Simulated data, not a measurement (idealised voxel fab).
process module | voxel capacitor over wiring
cross-section cut | 270 nm wide | cells 5 nm
A cross-section is a grid of square cells, given in bands from the top down. A band is one or more rows of cells.
Each band's line starts with the height of the band's top and of its bottom, in nm. Then come its materials from left to right, each with its width in nm. One material with "throughout" fills the band from edge to edge. "air" is empty space.
Height 0 is the level under which the wafer as received is all one material. The lowest band goes on downwards, as in "0 down".
A width such as "30 to 40" changes by the same amount from each row of cells to the next, from the band's top row to its bottom row.
"no change" after a step means that no cell of the cross-section changed.
closed voids: empty space of 8 cells or more with no open way to the top, each as width x height at its distance from the left edge, in nm
after a step's settings: what the simulator itself notes on the step
overlay nm, on a step with a mask: how far to the right of its planned place the mask lay; to the left if negative
plan
1 op RECEIVE | material Si
2 op CONFORMAL_DEP | material SiO2 | thk nm 15
3 op CONFORMAL_DEP | material SiN | thk nm 5
4 op DIRECTIONAL_DEP | material SiO2 | thk nm 20
5 op PATTERN | tone open | mask id METAL_1 | material resist | width nm 30 | pitch nm 90 | thk nm 20 | overlay nm 0
6 op DIRECTIONAL_ETCH | etch materials SiO2 | depth nm 20
7 op DIRECTIONAL_ETCH | etch materials SiN | depth nm 5
8 op STRIP | etch materials resist
9 op CONFORMAL_DEP | material TiN | thk nm 5
10 op FILL_DEP | material Ru | thk nm 10
11 op CMP | height nm 40
12 op EPI | material Ru | thk nm 5
13 op FILL_DEP | material SiCN | thk nm 5
14 op DIRECTIONAL_DEP | material lowk | thk nm 15
15 op DIRECTIONAL_DEP | material aC | thk nm 10
16 op PATTERN | tone open | mask id PLUG_1 | material resist | width nm 15 | thk nm 25 | overlay nm 0
17 op DIRECTIONAL_ETCH | etch materials aC | depth nm 10
18 op STRIP | etch materials resist
19 op DIRECTIONAL_ETCH | etch materials lowk | depth nm 15
20 op DIRECTIONAL_ETCH | etch materials SiCN | depth nm 5
21 op STRIP | etch materials aC
22 op CONFORMAL_DEP | material TiN | thk nm 5
23 op FILL_DEP | material Cu | thk nm 5
24 op CMP | height nm 65
25 op DIRECTIONAL_DEP | material TiN | thk nm 5
26 op DIRECTIONAL_DEP | material Al2O3 | thk nm 5
27 op DIRECTIONAL_DEP | material TiN | thk nm 10
28 op DIRECTIONAL_DEP | material aC | thk nm 15
29 op PATTERN | tone cover | mask id UPPER_PLATE | material resist | width nm 65 | thk nm 35 | overlay nm 0
30 op DIRECTIONAL_ETCH | etch materials aC | depth nm 15
31 op STRIP | etch materials resist
32 op DIRECTIONAL_ETCH | etch materials TiN | depth nm 10
33 op DIRECTIONAL_ETCH | etch materials Al2O3 | depth nm 5
34 op STRIP | etch materials aC
35 op PATTERN | tone cover | mask id LOWER_PLATE | material resist | width nm 75 | thk nm 20 | overlay nm 0
36 op DIRECTIONAL_ETCH | etch materials TiN | depth nm 5
37 op STRIP | etch materials resist
38 op FILL_DEP | material SiO2 | thk nm 15
39 op CMP | height nm 95
40 op MASKED_ETCH | tone open | mask id PLUG_2 | width nm 15 | etch materials SiO2 | depth nm 10 | overlay nm 0
41 op CONFORMAL_DEP | material TiN | thk nm 5
42 op FILL_DEP | material Cu | thk nm 10
43 op CMP | height nm 95
44 op CONFORMAL_DEP | material SiCN | thk nm 5
as received, after step 1
  0 down: Si throughout
  closed voids: none
a wafer at the end: this start, this plan, one mistake
  100 to 95: SiCN throughout
  95 to 90: SiO2 100 | TiN 5 | Cu 5 | TiN 5 | SiO2 155
  90 to 85: SiO2 100 | TiN 15 | SiO2 155
  85 to 75: SiO2 90 | TiN 65 | SiO2 115
  75 to 70: SiO2 90 | Al2O3 65 | SiO2 115
  70 to 65: SiO2 85 | TiN 75 | SiO2 110
  65 to 50: lowk 90 | TiN 5 | Cu 5 | TiN 5 | lowk 165
  50 to 45: SiCN 90 | TiN 15 | SiCN 165
  45 to 40: Ru 80 | SiCN 20 | Ru 70 | SiCN 20 | Ru 80
  40 to 20: Ru 70 | TiN 5 | SiO2 30 | TiN 5 | Ru 50 | TiN 5 | SiO2 30 | TiN 5 | Ru 70
  20 to 15: TiN 75 | SiN 30 | TiN 60 | SiN 30 | TiN 75
  15 to 0: SiO2 throughout
  0 down: Si throughout
  closed voids: none
what went wrong: step 5 ran as: op PATTERN | tone cover | mask id METAL_1 | material resist | width nm 30 | pitch nm 90 | thk nm 20 | overlay nm 0
